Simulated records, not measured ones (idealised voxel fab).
This section sets out a process module, namely voxel gate over fins.
Shown is cross-section cut, with a width of 195 nm and square cells of size 5 nm.
Cross-section format: a grid of square cells, given as bands from top to bottom; each band is one or more rows of cells.
Top, bottom (nm), then materials left to right with widths (nm); lone material tagged "full width" fills the whole band edge to edge; "blank" = empty space.
Height is counted from the level 0, under which the received wafer is composed throughout of one material. The lowest of the bands is not closed at the bottom but continues downward, in the notation "z 0 and below".
Width: "30->40" (first number = top row, second number = bottom row, same change from row to row of cells).
For the purposes of this document, the phrase "left unchanged" attached to a step denotes that no cell within the cross-section was modified by that step.
If an empty space has no open way to the top and is at least 8 cells in size, "Enclosed cavities" lists it, written width x height at distance, where distance is measured from the left edge and every value is in nm.
That trailing text on a step's line, after the settings, is the simulator's own remark on the step.
Each step line may optionally specify "overlay nm", which for a step with a mask gives the rightward distance between the mask's planned place and where it lay, a negative value indicating the leftward direction.
Note: before/after cross-section pairs follow, one process step per pair, after-side truncated at the lowest changed band, step and settings given beneath. Different runs of this module on the same starting wafer may supply the pairs; a pair continues the one above only where the "Pre-step section" entry says so.
Pre-step section
z 0 and below | Si full width
Enclosed cavities: none
After the Step
z 5 to 0 | SiN full width
For the remainder of the cross-section, below 0, there is no change.
Enclosed cavities: none
Operation between the pre and post cross-sections above: CONFORMAL_DEP with material SiN, thk nm 5
Pre-step section: same picture as after in the pair right above, so we don't repeat it.
After the Step
z 20 to 5 | aC full width
For the remainder of the cross-section, below 5, there is no change.
Enclosed cavities: none
Operation between the pre and post cross-sections above: DIRECTIONAL_DEP with material aC, thk nm 15
Pre-step section: same picture as after in the pair right above, so we don't repeat it.
After the Step
z 50 to 20 | 30 blank | 15 resist | 45 blank | 15 resist | 45 blank | 15 resist | 30 blank
For the remainder of the cross-section, below 20, there is no change.
Enclosed cavities: none
Operation between the pre and post cross-sections above: PATTERN with tone cover, mask id FINS, material resist, width nm 15, pitch nm 60, thk nm 30, overlay nm 0
Pre-step section: same picture as after in the pair right above, so we don't repeat it.
After the Step
z 35 to 20 | 30 blank | 15 resist | 45 blank | 15 resist | 45 blank | 15 resist | 30 blank
z 20 to 5 | 30 blank | 15 aC | 45 blank | 15 aC | 45 blank | 15 aC | 30 blank
For the remainder of the cross-section, below 5, there is no change.
Enclosed cavities: none
Operation between the pre and post cross-sections above: DIRECTIONAL_ETCH with etch materials aC, depth nm 15
Pre-step section: same picture as after in the pair right above, so we don't repeat it.
After the Step
z 20 to 5 | 30 blank | 15 aC | 45 blank | 15 aC | 45 blank | 15 aC | 30 blank
For the remainder of the cross-section, below 5, there is no change.
Enclosed cavities: none
Operation between the pre and post cross-sections above: STRIP with etch materials resist
Pre-step section: same picture as after in the pair right above, so we don't repeat it.
After the Step
z 20 to 5 | 30 blank | 15 aC | 45 blank | 15 aC | 45 blank | 15 aC | 30 blank
z 5 to 0 | 30 blank | 15 SiN | 45 blank | 15 SiN | 45 blank | 15 SiN | 30 blank
For the remainder of the cross-section, below 0, there is no change.
Enclosed cavities: none
Operation between the pre and post cross-sections above: DIRECTIONAL_ETCH with etch materials SiN, depth nm 5
Pre-step section: same picture as after in the pair right above, so we don't repeat it.
After the Step
z 20 to 5 | 30 blank | 15 aC | 45 blank | 15 aC | 45 blank | 15 aC | 30 blank
z 5 to 0 | 30 blank | 15 SiN | 45 blank | 15 SiN | 45 blank | 15 SiN | 30 blank
z 0 to -30 | 30 blank | 15 Si | 45 blank | 15 Si | 45 blank | 15 Si | 30 blank
For the remainder of the cross-section, below -30, there is no change.
Enclosed cavities: none
Operation between the pre and post cross-sections above: DIRECTIONAL_ETCH with etch materials Si, depth nm 30
Pre-step section: same picture as after in the pair right above, so we don't repeat it.
After the Step
z 5 to 0 | 30 blank | 15 SiN | 45 blank | 15 SiN | 45 blank | 15 SiN | 30 blank
For the remainder of the cross-section, below 0, there is no change.
Enclosed cavities: none
Operation between the pre and post cross-sections above: STRIP with etch materials aC
Pre-step section: same picture as after in the pair right above, so we don't repeat it.
After the Step
z 15 to 5 | SiO2 full width
z 5 to 0 | 30 SiO2 | 15 SiN | 45 SiO2 | 15 SiN | 45 SiO2 | 15 SiN | 30 SiO2
z 0 to -30 | 30 SiO2 | 15 Si | 45 SiO2 | 15 Si | 45 SiO2 | 15 Si | 30 SiO2
For the remainder of the cross-section, below -30, there is no change.
Enclosed cavities: none
Operation between the pre and post cross-sections above: FILL_DEP with material SiO2, thk nm 10
Pre-step section: same picture as after in the pair right above, so we don't repeat it.
After the Step
z 5 to 0 | 30 SiO2 | 15 SiN | 45 SiO2 | 15 SiN | 45 SiO2 | 15 SiN | 30 SiO2
For the remainder of the cross-section, below 0, there is no change.
Enclosed cavities: none
Operation between the pre and post cross-sections above: CMP with height nm 5
Pre-step section: same picture as after in the pair right above, so we don't repeat it.
After the Step
z 5 to 0 | 30 SiO2 | 15 SiN | 15 SiO2 | 15 blank | 15 SiO2 | 15 SiN | 45 SiO2 | 15 SiN | 30 SiO2
z 0 to -25 | 30 SiO2 | 15 Si | 15 SiO2 | 15 blank | 15 SiO2 | 15 Si | 45 SiO2 | 15 Si | 30 SiO2
For the remainder of the cross-section, below -25, there is no change.
Enclosed cavities: none
Operation between the pre and post cross-sections above: MASKED_ETCH with tone open, mask id RAIL, width nm 15, etch materials SiO2, depth nm 30, overlay nm 0
Pre-step section: same picture as after in the pair right above, so we don't repeat it.
After the Step
z 10 to 5 | 65 TiN | 5 blank | 125 TiN
z 5 to 0 | 30 SiO2 | 15 SiN | 15 SiO2 | 5 TiN | 5 blank | 5 TiN | 15 SiO2 | 15 SiN | 45 SiO2 | 15 SiN | 30 SiO2
z 0 to -20 | 30 SiO2 | 15 Si | 15 SiO2 | 5 TiN | 5 blank | 5 TiN | 15 SiO2 | 15 Si | 45 SiO2 | 15 Si | 30 SiO2
z -20 to -25 | 30 SiO2 | 15 Si | 15 SiO2 | 15 TiN | 15 SiO2 | 15 Si | 45 SiO2 | 15 Si | 30 SiO2
For the remainder of the cross-section, below -25, there is no change.
Enclosed cavities: none
Operation between the pre and post cross-sections above: CONFORMAL_DEP with material TiN, thk nm 5
Pre-step section: same picture as after in the pair right above, so we don't repeat it.
After the Step
z 15 to 10 | W full width
z 10 to 5 | 65 TiN | 5 W | 125 TiN
z 5 to 0 | 30 SiO2 | 15 SiN | 15 SiO2 | 5 TiN | 5 W | 5 TiN | 15 SiO2 | 15 SiN | 45 SiO2 | 15 SiN | 30 SiO2
z 0 to -20 | 30 SiO2 | 15 Si | 15 SiO2 | 5 TiN | 5 W | 5 TiN | 15 SiO2 | 15 Si | 45 SiO2 | 15 Si | 30 SiO2
For the remainder of the cross-section, below -20, there is no change.
Enclosed cavities: none
Operation between the pre and post cross-sections above: FILL_DEP with material W, thk nm 5
Pre-step section: same picture as after in the pair right above, so we don't repeat it.
After the Step
z 5 to 0 | 30 SiO2 | 15 SiN | 15 SiO2 | 5 TiN | 5 W | 5 TiN | 15 SiO2 | 15 SiN | 45 SiO2 | 15 SiN | 30 SiO2
For the remainder of the cross-section, below 0, there is no change.
Enclosed cavities: none
Operation between the pre and post cross-sections above: CMP with height nm 5
Pre-step section: same picture as after in the pair right above, so we don't repeat it.
After the Step
z 5 to 0 | 30 SiO2 | 15 SiN | 15 SiO2 | 15 blank | 15 SiO2 | 15 SiN | 45 SiO2 | 15 SiN | 30 SiO2
z 0 to -15 | 30 SiO2 | 15 Si | 15 SiO2 | 15 blank | 15 SiO2 | 15 Si | 45 SiO2 | 15 Si | 30 SiO2
For the remainder of the cross-section, below -15, there is no change.
Enclosed cavities: none
Operation between the pre and post cross-sections above: SELECTIVE_ETCH with etch materials W Ru TiN, depth nm 20
Pre-step section: same picture as after in the pair right above, so we don't repeat it.
After the Step
z 10 to 5 | SiO2 full width
z 5 to 0 | 30 SiO2 | 15 SiN | 45 SiO2 | 15 SiN | 45 SiO2 | 15 SiN | 30 SiO2
z 0 to -15 | 30 SiO2 | 15 Si | 45 SiO2 | 15 Si | 45 SiO2 | 15 Si | 30 SiO2
For the remainder of the cross-section, below -15, there is no change.
Enclosed cavities: none
Operation between the pre and post cross-sections above: FILL_DEP with material SiO2, thk nm 5
Pre-step section: same picture as after in the pair right above, so we don't repeat it.
After the Step
z 5 to 0 | 30 SiO2 | 15 SiN | 45 SiO2 | 15 SiN | 45 SiO2 | 15 SiN | 30 SiO2
For the remainder of the cross-section, below 0, there is no change.
Enclosed cavities: none
Operation between the pre and post cross-sections above: CMP with height nm 5
Pre-step section: same picture as after in the pair right above, so we don't repeat it.
After the Step
z 5 to 0 | 30 blank | 15 SiN | 45 blank | 15 SiN | 45 blank | 15 SiN | 30 blank
z 0 to -10 | 30 blank | 15 Si | 45 blank | 15 Si | 45 blank | 15 Si | 30 blank
For the remainder of the cross-section, below -10, there is no change.
Enclosed cavities: none
Operation between the pre and post cross-sections above: SELECTIVE_ETCH with etch materials SiO2, depth nm 15
Pre-step section: same picture as after in the pair right above, so we don't repeat it.
After the Step
z 0 to -10 | 30 blank | 15 Si | 45 blank | 15 Si | 45 blank | 15 Si | 30 blank
For the remainder of the cross-section, below -10, there is no change.
Enclosed cavities: none
Operation between the pre and post cross-sections above: STRIP with etch materials SiN
Pre-step section: same picture as after in the pair right above, so we don't repeat it.
After the Step
z 5 to 0 | 25 blank | 25 HfO2 | 35 blank | 25 HfO2 | 35 blank | 25 HfO2 | 25 blank
z 0 to -5 | 25 blank | 5 HfO2 | 15 Si | 5 HfO2 | 35 blank | 5 HfO2 | 15 Si | 5 HfO2 | 35 blank | 5 HfO2 | 15 Si | 5 HfO2 | 25 blank
z -5 to -10 | 30 HfO2 | 15 Si | 45 HfO2 | 15 Si | 45 HfO2 | 15 Si | 30 HfO2
For the remainder of the cross-section, below -10, there is no change.
Enclosed cavities: none
Operation between the pre and post cross-sections above: CONFORMAL_DEP with material HfO2, thk nm 5
Pre-step section: same picture as after in the pair right above, so we don't repeat it.
After the Step
z 10 to 5 | 20 blank | 35 TiN | 25 blank | 35 TiN | 25 blank | 35 TiN | 20 blank
z 5 to 0 | 20 blank | 5 TiN | 25 HfO2 | 5 TiN | 25 blank | 5 TiN | 25 HfO2 | 5 TiN | 25 blank | 5 TiN | 25 HfO2 | 5 TiN | 20 blank
z 0 to -5 | 25 TiN | 5 HfO2 | 15 Si | 5 HfO2 | 35 TiN | 5 HfO2 | 15 Si | 5 HfO2 | 35 TiN | 5 HfO2 | 15 Si | 5 HfO2 | 25 TiN
For the remainder of the cross-section, below -5, there is no change.
Enclosed cavities: none
Operation between the pre and post cross-sections above: CONFORMAL_DEP with material TiN, thk nm 5
Pre-step section: same picture as after in the pair right above, so we don't repeat it.
After the Step
z 15 to 10 | 15 blank | 45 TiAl | 15 blank | 45 TiAl | 15 blank | 45 TiAl | 15 blank
z 10 to 5 | 15 blank | 5 TiAl | 35 TiN | 5 TiAl | 15 blank | 5 TiAl | 35 TiN | 5 TiAl | 15 blank | 5 TiAl | 35 TiN | 5 TiAl | 15 blank
z 5 to 0 | 20 TiAl | 5 TiN | 25 HfO2 | 5 TiN | 25 TiAl | 5 TiN | 25 HfO2 | 5 TiN | 25 TiAl | 5 TiN | 25 HfO2 | 5 TiN | 20 TiAl
For the remainder of the cross-section, below 0, there is no change.
Enclosed cavities: none
Operation between the pre and post cross-sections above: CONFORMAL_DEP with material TiAl, thk nm 5
Pre-step section: same picture as after in the pair right above, so we don't repeat it.
After the Step
z 20 to 15 | 10 blank | 55 TiN | 5 blank | 55 TiN | 5 blank | 55 TiN | 10 blank
z 15 to 10 | 10 blank | 5 TiN | 45 TiAl | 5 TiN | 5 blank | 5 TiN | 45 TiAl | 5 TiN | 5 blank | 5 TiN | 45 TiAl | 5 TiN | 10 blank
z 10 to 5 | 15 TiN | 5 TiAl | 35 TiN | 5 TiAl | 15 TiN | 5 TiAl | 35 TiN | 5 TiAl | 15 TiN | 5 TiAl | 35 TiN | 5 TiAl | 15 TiN
For the remainder of the cross-section, below 5, there is no change.
Enclosed cavities: none
Operation between the pre and post cross-sections above: CONFORMAL_DEP with material TiN, thk nm 5
Pre-step section: same picture as after in the pair right above, so we don't repeat it.
After the Step
z 35 to 20 | W full width
z 20 to 15 | 10 W | 55 TiN | 5 W | 55 TiN | 5 W | 55 TiN | 10 W
z 15 to 10 | 10 W | 5 TiN | 45 TiAl | 5 TiN | 5 W | 5 TiN | 45 TiAl | 5 TiN | 5 W | 5 TiN | 45 TiAl | 5 TiN | 10 W
For the remainder of the cross-section, below 10, there is no change.
Enclosed cavities: none
Operation between the pre and post cross-sections above: FILL_DEP with material W, thk nm 15
Pre-step section: same picture as after in the pair right above, so we don't repeat it.
After the Step
z 30 to 20 | W full width
For the remainder of the cross-section, below 20, there is no change.
Enclosed cavities: none
Operation between the pre and post cross-sections above: CMP with height nm 30
Pre-step section: same picture as after in the pair right above, so we don't repeat it.
After the Step
z 40 to 30 | SiCN full width
For the remainder of the cross-section, below 30, there is no change.
Enclosed cavities: none
Operation between the pre and post cross-sections above: CONFORMAL_DEP with material SiCN, thk nm 10
Pre-step section
z 10 to 5 | 20 blank | 35 TiN | 25 blank | 35 TiN | 25 blank | 35 TiN | 20 blank
z 5 to 0 | 20 blank | 5 TiN | 25 HfO2 | 5 TiN | 25 blank | 5 TiN | 25 HfO2 | 5 TiN | 25 blank | 5 TiN | 25 HfO2 | 5 TiN | 20 blank
z 0 to -5 | 25 TiN | 5 HfO2 | 15 Si | 5 HfO2 | 35 TiN | 5 HfO2 | 15 Si | 5 HfO2 | 35 TiN | 5 HfO2 | 15 Si | 5 HfO2 | 25 TiN
z -5 to -10 | 30 HfO2 | 15 Si | 45 HfO2 | 15 Si | 45 HfO2 | 15 Si | 30 HfO2
z -10 to -15 | 30 SiO2 | 15 Si | 45 SiO2 | 15 Si | 45 SiO2 | 15 Si | 30 SiO2
z -15 to -20 | 30 SiO2 | 15 Si | 15 SiO2 | 5 TiN | 5 W | 5 TiN | 15 SiO2 | 15 Si | 45 SiO2 | 15 Si | 30 SiO2
z -20 to -25 | 30 SiO2 | 15 Si | 15 SiO2 | 15 TiN | 15 SiO2 | 15 Si | 45 SiO2 | 15 Si | 30 SiO2
z -25 to -30 | 30 SiO2 | 15 Si | 45 SiO2 | 15 Si | 45 SiO2 | 15 Si | 30 SiO2
z -30 and below | Si full width
Enclosed cavities: none
After the Step
z 15 to 5 | 15 blank | 45 TiN | 15 blank | 45 TiN | 15 blank | 45 TiN | 15 blank
z 5 to 0 | 25 TiN | 25 HfO2 | 35 TiN | 25 HfO2 | 35 TiN | 25 HfO2 | 25 TiN
For the remainder of the cross-section, below 0, there is no change.
Enclosed cavities: none
Operation between the pre and post cross-sections above: CONFORMAL_DEP with material TiN, thk nm 5
Pre-step section: same picture as after in the pair right above, so we don't repeat it.
After the Step
z 30 to 15 | W full width
z 15 to 5 | 15 W | 45 TiN | 15 W | 45 TiN | 15 W | 45 TiN | 15 W
For the remainder of the cross-section, below 5, there is no change.
Enclosed cavities: none
Operation between the pre and post cross-sections above: FILL_DEP with material W, thk nm 15
Pre-step section: same picture as after in the pair right above, so we don't repeat it.
After the Step
z 40 to 30 | SiCN full width
For the remainder of the cross-section, below 30, there is no change.
Enclosed cavities: none
Operation between the pre and post cross-sections above: CONFORMAL_DEP with material SiCN, thk nm 10
Pre-step section
z 20 to 5 | 30 blank | 15 aC | 45 blank | 15 aC | 45 blank | 15 aC | 30 blank
z 5 to 0 | 30 blank | 15 SiN | 45 blank | 15 SiN | 45 blank | 15 SiN | 30 blank
z 0 to -30 | 30 blank | 15 Si | 45 blank | 15 Si | 45 blank | 15 Si | 30 blank
z -30 and below | Si full width
Enclosed cavities: none
After the Step
z 20 to 5 | 30 blank | 15 aC | 45 blank | 15 aC | 45 blank | 15 aC | 30 blank
z 5 to 0 | 30 blank | 15 SiN | 45 blank | 15 SiN | 45 blank | 15 SiN | 30 blank
z 0 to -60 | 30 blank | 15 Si | 45 blank | 15 Si | 45 blank | 15 Si | 30 blank
For the remainder of the cross-section, below -60, there is no change.
Enclosed cavities: none
Operation between the pre and post cross-sections above: DIRECTIONAL_ETCH with etch materials Si, depth nm 30
Pre-step section: same picture as after in the pair right above, so we don't repeat it.
After the Step
z 5 to 0 | 30 blank | 15 SiN | 45 blank | 15 SiN | 45 blank | 15 SiN | 30 blank
For the remainder of the cross-section, below 0, there is no change.
Enclosed cavities: none
Operation between the pre and post cross-sections above: STRIP with etch materials aC
Pre-step section: same picture as after in the pair right above, so we don't repeat it.
After the Step
z 15 to 5 | SiO2 full width
z 5 to 0 | 30 SiO2 | 15 SiN | 45 SiO2 | 15 SiN | 45 SiO2 | 15 SiN | 30 SiO2
z 0 to -60 | 30 SiO2 | 15 Si | 45 SiO2 | 15 Si | 45 SiO2 | 15 Si | 30 SiO2
For the remainder of the cross-section, below -60, there is no change.
Enclosed cavities: none
Operation between the pre and post cross-sections above: FILL_DEP with material SiO2, thk nm 10
Pre-step section: same picture as after in the pair right above, so we don't repeat it.
After the Step
z 5 to 0 | 30 SiO2 | 15 SiN | 45 SiO2 | 15 SiN | 45 SiO2 | 15 SiN | 30 SiO2
For the remainder of the cross-section, below 0, there is no change.
Enclosed cavities: none
Operation between the pre and post cross-sections above: CMP with height nm 5
Pre-step section: same picture as after in the pair right above, so we don't repeat it.
After the Step
z 5 to 0 | 30 SiO2 | 15 SiN | 15 SiO2 | 15 blank | 15 SiO2 | 15 SiN | 45 SiO2 | 15 SiN | 30 SiO2
z 0 to -25 | 30 SiO2 | 15 Si | 15 SiO2 | 15 blank | 15 SiO2 | 15 Si | 45 SiO2 | 15 Si | 30 SiO2
For the remainder of the cross-section, below -25, there is no change.
Enclosed cavities: none
Operation between the pre and post cross-sections above: MASKED_ETCH with tone open, mask id RAIL, width nm 15, etch materials SiO2, depth nm 30, overlay nm 0
Pre-step section: same picture as after in the pair right above, so we don't repeat it.
After the Step
z 10 to 5 | 65 TiN | 5 blank | 125 TiN
z 5 to 0 | 30 SiO2 | 15 SiN | 15 SiO2 | 5 TiN | 5 blank | 5 TiN | 15 SiO2 | 15 SiN | 45 SiO2 | 15 SiN | 30 SiO2
z 0 to -20 | 30 SiO2 | 15 Si | 15 SiO2 | 5 TiN | 5 blank | 5 TiN | 15 SiO2 | 15 Si | 45 SiO2 | 15 Si | 30 SiO2
z -20 to -25 | 30 SiO2 | 15 Si | 15 SiO2 | 15 TiN | 15 SiO2 | 15 Si | 45 SiO2 | 15 Si | 30 SiO2
For the remainder of the cross-section, below -25, there is no change.
Enclosed cavities: none
Operation between the pre and post cross-sections above: CONFORMAL_DEP with material TiN, thk nm 5
Pre-step section: same picture as after in the pair right above, so we don't repeat it.
After the Step
z 15 to 10 | W full width
z 10 to 5 | 65 TiN | 5 W | 125 TiN
z 5 to 0 | 30 SiO2 | 15 SiN | 15 SiO2 | 5 TiN | 5 W | 5 TiN | 15 SiO2 | 15 SiN | 45 SiO2 | 15 SiN | 30 SiO2
z 0 to -20 | 30 SiO2 | 15 Si | 15 SiO2 | 5 TiN | 5 W | 5 TiN | 15 SiO2 | 15 Si | 45 SiO2 | 15 Si | 30 SiO2
For the remainder of the cross-section, below -20, there is no change.
Enclosed cavities: none
Operation between the pre and post cross-sections above: FILL_DEP with material W, thk nm 5
Pre-step section: same picture as after in the pair right above, so we don't repeat it.
After the Step
z 5 to 0 | 30 SiO2 | 15 SiN | 15 SiO2 | 5 TiN | 5 W | 5 TiN | 15 SiO2 | 15 SiN | 45 SiO2 | 15 SiN | 30 SiO2
For the remainder of the cross-section, below 0, there is no change.
Enclosed cavities: none
Operation between the pre and post cross-sections above: CMP with height nm 5
Pre-step section: same picture as after in the pair right above, so we don't repeat it.
After the Step
z 5 to 0 | 30 SiO2 | 15 SiN | 15 SiO2 | 15 blank | 15 SiO2 | 15 SiN | 45 SiO2 | 15 SiN | 30 SiO2
z 0 to -15 | 30 SiO2 | 15 Si | 15 SiO2 | 15 blank | 15 SiO2 | 15 Si | 45 SiO2 | 15 Si | 30 SiO2
For the remainder of the cross-section, below -15, there is no change.
Enclosed cavities: none
Operation between the pre and post cross-sections above: SELECTIVE_ETCH with etch materials W Ru TiN, depth nm 20
Pre-step section: same picture as after in the pair right above, so we don't repeat it.
After the Step
z 10 to 5 | SiO2 full width
z 5 to 0 | 30 SiO2 | 15 SiN | 45 SiO2 | 15 SiN | 45 SiO2 | 15 SiN | 30 SiO2
z 0 to -15 | 30 SiO2 | 15 Si | 45 SiO2 | 15 Si | 45 SiO2 | 15 Si | 30 SiO2
For the remainder of the cross-section, below -15, there is no change.
Enclosed cavities: none
Operation between the pre and post cross-sections above: FILL_DEP with material SiO2, thk nm 5
Pre-step section: same picture as after in the pair right above, so we don't repeat it.
After the Step
z 5 to 0 | 30 SiO2 | 15 SiN | 45 SiO2 | 15 SiN | 45 SiO2 | 15 SiN | 30 SiO2
For the remainder of the cross-section, below 0, there is no change.
Enclosed cavities: none
Operation between the pre and post cross-sections above: CMP with height nm 5
Pre-step section: same picture as after in the pair right above, so we don't repeat it.
After the Step
z 5 to 0 | 30 blank | 15 SiN | 45 blank | 15 SiN | 45 blank | 15 SiN | 30 blank
z 0 to -10 | 30 blank | 15 Si | 45 blank | 15 Si | 45 blank | 15 Si | 30 blank
For the remainder of the cross-section, below -10, there is no change.
Enclosed cavities: none
Operation between the pre and post cross-sections above: SELECTIVE_ETCH with etch materials SiO2, depth nm 15
Pre-step section: same picture as after in the pair right above, so we don't repeat it.
After the Step
z 0 to -10 | 30 blank | 15 Si | 45 blank | 15 Si | 45 blank | 15 Si | 30 blank
For the remainder of the cross-section, below -10, there is no change.
Enclosed cavities: none
Operation between the pre and post cross-sections above: STRIP with etch materials SiN
Pre-step section: same picture as after in the pair right above, so we don't repeat it.
After the Step
z 5 to 0 | 25 blank | 25 HfO2 | 35 blank | 25 HfO2 | 35 blank | 25 HfO2 | 25 blank
z 0 to -5 | 25 blank | 5 HfO2 | 15 Si | 5 HfO2 | 35 blank | 5 HfO2 | 15 Si | 5 HfO2 | 35 blank | 5 HfO2 | 15 Si | 5 HfO2 | 25 blank
z -5 to -10 | 30 HfO2 | 15 Si | 45 HfO2 | 15 Si | 45 HfO2 | 15 Si | 30 HfO2
For the remainder of the cross-section, below -10, there is no change.
Enclosed cavities: none
Operation between the pre and post cross-sections above: CONFORMAL_DEP with material HfO2, thk nm 5
Pre-step section: same picture as after in the pair right above, so we don't repeat it.
After the Step
z 10 to 5 | 20 blank | 35 TiN | 25 blank | 35 TiN | 25 blank | 35 TiN | 20 blank
z 5 to 0 | 20 blank | 5 TiN | 25 HfO2 | 5 TiN | 25 blank | 5 TiN | 25 HfO2 | 5 TiN | 25 blank | 5 TiN | 25 HfO2 | 5 TiN | 20 blank
z 0 to -5 | 25 TiN | 5 HfO2 | 15 Si | 5 HfO2 | 35 TiN | 5 HfO2 | 15 Si | 5 HfO2 | 35 TiN | 5 HfO2 | 15 Si | 5 HfO2 | 25 TiN
For the remainder of the cross-section, below -5, there is no change.
Enclosed cavities: none
Operation between the pre and post cross-sections above: CONFORMAL_DEP with material TiN, thk nm 5
Pre-step section: same picture as after in the pair right above, so we don't repeat it.
After the Step
z 15 to 10 | 15 blank | 45 TiAl | 15 blank | 45 TiAl | 15 blank | 45 TiAl | 15 blank
z 10 to 5 | 15 blank | 5 TiAl | 35 TiN | 5 TiAl | 15 blank | 5 TiAl | 35 TiN | 5 TiAl | 15 blank | 5 TiAl | 35 TiN | 5 TiAl | 15 blank
z 5 to 0 | 20 TiAl | 5 TiN | 25 HfO2 | 5 TiN | 25 TiAl | 5 TiN | 25 HfO2 | 5 TiN | 25 TiAl | 5 TiN | 25 HfO2 | 5 TiN | 20 TiAl
For the remainder of the cross-section, below 0, there is no change.
Enclosed cavities: none
Operation between the pre and post cross-sections above: CONFORMAL_DEP with material TiAl, thk nm 5
Pre-step section: same picture as after in the pair right above, so we don't repeat it.
After the Step
z 20 to 15 | 10 blank | 55 TiN | 5 blank | 55 TiN | 5 blank | 55 TiN | 10 blank
z 15 to 10 | 10 blank | 5 TiN | 45 TiAl | 5 TiN | 5 blank | 5 TiN | 45 TiAl | 5 TiN | 5 blank | 5 TiN | 45 TiAl | 5 TiN | 10 blank
z 10 to 5 | 15 TiN | 5 TiAl | 35 TiN | 5 TiAl | 15 TiN | 5 TiAl | 35 TiN | 5 TiAl | 15 TiN | 5 TiAl | 35 TiN | 5 TiAl | 15 TiN
For the remainder of the cross-section, below 5, there is no change.
Enclosed cavities: none
Operation between the pre and post cross-sections above: CONFORMAL_DEP with material TiN, thk nm 5
Pre-step section: same picture as after in the pair right above, so we don't repeat it.
After the Step
z 35 to 20 | W full width
z 20 to 15 | 10 W | 55 TiN | 5 W | 55 TiN | 5 W | 55 TiN | 10 W
z 15 to 10 | 10 W | 5 TiN | 45 TiAl | 5 TiN | 5 W | 5 TiN | 45 TiAl | 5 TiN | 5 W | 5 TiN | 45 TiAl | 5 TiN | 10 W
For the remainder of the cross-section, below 10, there is no change.
Enclosed cavities: none
Operation between the pre and post cross-sections above: FILL_DEP with material W, thk nm 15
Pre-step section: same picture as after in the pair right above, so we don't repeat it.
After the Step
z 30 to 20 | W full width
For the remainder of the cross-section, below 20, there is no change.
Enclosed cavities: none
Operation between the pre and post cross-sections above: CMP with height nm 30
Pre-step section: same picture as after in the pair right above, so we don't repeat it.
After the Step
z 40 to 30 | SiCN full width
For the remainder of the cross-section, below 30, there is no change.
Enclosed cavities: none
Operation between the pre and post cross-sections above: CONFORMAL_DEP with material SiCN, thk nm 10
Pre-step section
z 5 to 0 | 30 SiO2 | 15 SiN | 45 SiO2 | 15 SiN | 45 SiO2 | 15 SiN | 30 SiO2
z 0 to -15 | 30 SiO2 | 15 Si | 45 SiO2 | 15 Si | 45 SiO2 | 15 Si | 30 SiO2
z -15 to -20 | 30 SiO2 | 15 Si | 15 SiO2 | 5 TiN | 5 W | 5 TiN | 15 SiO2 | 15 Si | 45 SiO2 | 15 Si | 30 SiO2
z -20 to -25 | 30 SiO2 | 15 Si | 15 SiO2 | 15 TiN | 15 SiO2 | 15 Si | 45 SiO2 | 15 Si | 30 SiO2
z -25 to -30 | 30 SiO2 | 15 Si | 45 SiO2 | 15 Si | 45 SiO2 | 15 Si | 30 SiO2
z -30 and below | Si full width
Enclosed cavities: none
After the Step
z 5 to 0 | 30 SiO2 | 15 blank | 45 SiO2 | 15 blank | 45 SiO2 | 15 blank | 30 SiO2
For the remainder of the cross-section, below 0, there is no change.
Enclosed cavities: none
Operation between the pre and post cross-sections above: STRIP with etch materials SiN
Pre-step section: same picture as after in the pair right above, so we don't repeat it.
After the Step
z 0 to -10 | 30 blank | 15 Si | 45 blank | 15 Si | 45 blank | 15 Si | 30 blank
z -10 to -15 | 15 SiO2 | 15 blank | 15 Si | 15 blank | 15 SiO2 | 15 blank | 15 Si | 15 blank | 15 SiO2 | 15 blank | 15 Si | 15 blank | 15 SiO2
For the remainder of the cross-section, below -15, there is no change.
Enclosed cavities: none
Operation between the pre and post cross-sections above: SELECTIVE_ETCH with etch materials SiO2, depth nm 15
Pre-step section: same picture as after in the pair right above, so we don't repeat it.
After the Step
z 5 to 0 | 25 blank | 25 HfO2 | 35 blank | 25 HfO2 | 35 blank | 25 HfO2 | 25 blank
z 0 to -5 | 25 blank | 5 HfO2 | 15 Si | 5 HfO2 | 35 blank | 5 HfO2 | 15 Si | 5 HfO2 | 35 blank | 5 HfO2 | 15 Si | 5 HfO2 | 25 blank
z -5 to -10 | 20 HfO2 | 5 blank | 5 HfO2 | 15 Si | 5 HfO2 | 5 blank | 25 HfO2 | 5 blank | 5 HfO2 | 15 Si | 5 HfO2 | 5 blank | 25 HfO2 | 5 blank | 5 HfO2 | 15 Si | 5 HfO2 | 5 blank | 20 HfO2
z -10 to -15 | 15 SiO2 | 15 HfO2 | 15 Si | 15 HfO2 | 15 SiO2 | 15 HfO2 | 15 Si | 15 HfO2 | 15 SiO2 | 15 HfO2 | 15 Si | 15 HfO2 | 15 SiO2
For the remainder of the cross-section, below -15, there is no change.
Enclosed cavities: none
Operation between the pre and post cross-sections above: CONFORMAL_DEP with material HfO2, thk nm 5
Pre-step section: same picture as after in the pair right above, so we don't repeat it.
After the Step
z 10 to 5 | 20 blank | 35 TiN | 25 blank | 35 TiN | 25 blank | 35 TiN | 20 blank
z 5 to 0 | 20 blank | 5 TiN | 25 HfO2 | 5 TiN | 25 blank | 5 TiN | 25 HfO2 | 5 TiN | 25 blank | 5 TiN | 25 HfO2 | 5 TiN | 20 blank
z 0 to -5 | 25 TiN | 5 HfO2 | 15 Si | 5 HfO2 | 35 TiN | 5 HfO2 | 15 Si | 5 HfO2 | 35 TiN | 5 HfO2 | 15 Si | 5 HfO2 | 25 TiN
z -5 to -10 | 20 HfO2 | 5 TiN | 5 HfO2 | 15 Si | 5 HfO2 | 5 TiN | 25 HfO2 | 5 TiN | 5 HfO2 | 15 Si | 5 HfO2 | 5 TiN | 25 HfO2 | 5 TiN | 5 HfO2 | 15 Si | 5 HfO2 | 5 TiN | 20 HfO2
For the remainder of the cross-section, below -10, there is no change.
Enclosed cavities: none
Operation between the pre and post cross-sections above: CONFORMAL_DEP with material TiN, thk nm 5
Pre-step section: same picture as after in the pair right above, so we don't repeat it.
After the Step
z 15 to 10 | 15 blank | 45 TiAl | 15 blank | 45 TiAl | 15 blank | 45 TiAl | 15 blank
z 10 to 5 | 15 blank | 5 TiAl | 35 TiN | 5 TiAl | 15 blank | 5 TiAl | 35 TiN | 5 TiAl | 15 blank | 5 TiAl | 35 TiN | 5 TiAl | 15 blank
z 5 to 0 | 20 TiAl | 5 TiN | 25 HfO2 | 5 TiN | 25 TiAl | 5 TiN | 25 HfO2 | 5 TiN | 25 TiAl | 5 TiN | 25 HfO2 | 5 TiN | 20 TiAl
For the remainder of the cross-section, below 0, there is no change.
Enclosed cavities: none
Operation between the pre and post cross-sections above: CONFORMAL_DEP with material TiAl, thk nm 5
